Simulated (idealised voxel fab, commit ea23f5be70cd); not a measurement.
process module | voxel lift off
cross-section cut | 150 nm wide | cells 5 nm
A cross-section is a grid of square cells, given in bands from the top down. A band is one or more rows of cells.
Each band's line starts with the height of the band's top and of its bottom, in nm. Then come its materials from left to right, each with its width in nm. One material with "throughout" fills the band from edge to edge. "air" is empty space.
Height 0 is the level under which the wafer as received is all one material. The lowest band goes on downwards, as in "0 down".
A width such as "30 to 40" changes by the same amount from each row of cells to the next, from the band's top row to its bottom row.
"no change" after a step means that no cell of the cross-section changed.
closed voids: empty space of 8 cells or more with no open way to the top, each as width x height at its distance from the left edge, in nm
after a step's settings: what the simulator itself notes on the step
overlay nm, on a step with a mask: how far to the right of its planned place the mask lay; to the left if negative
plan
1 op RECEIVE | material Si
2 op CONFORMAL_DEP | material Al2O3 | thk nm 10
3 op PATTERN | tone open | mask id LINES | material resist | width nm 15 | pitch nm 35 | thk nm 25 | overlay nm 0
4 op DIRECTIONAL_DEP | material Ru | thk nm 10
5 op STRIP | etch materials resist
6 op CONFORMAL_DEP | material SiCN | thk nm 10
as received, after step 1
  0 down: Si throughout
  closed voids: none
first wafer at the end, as planned
  30 to 20: air 40 | SiCN 70 | air 40
  20 to 10: SiCN 50 | Ru 15 | SiCN 20 | Ru 15 | SiCN 50
  10 to 0: Al2O3 throughout
  0 down: Si throughout
  closed voids: none
second wafer at the end: like start, like plan, one mistake
  30 to 20: air 40 | SiCN 70 | air 40
  20 to 10: SiCN 50 | Ru 15 | SiCN 20 | Ru 15 | SiCN 50
  10 to 0: SiCN throughout
  0 down: Si throughout
  closed voids: none
what went wrong: step 2 ran as: op CONFORMAL_DEP | material SiCN | thk nm 10
at the end the second wafer has, in cells: 60 fewer of Al2O3 | 60 more of SiCN
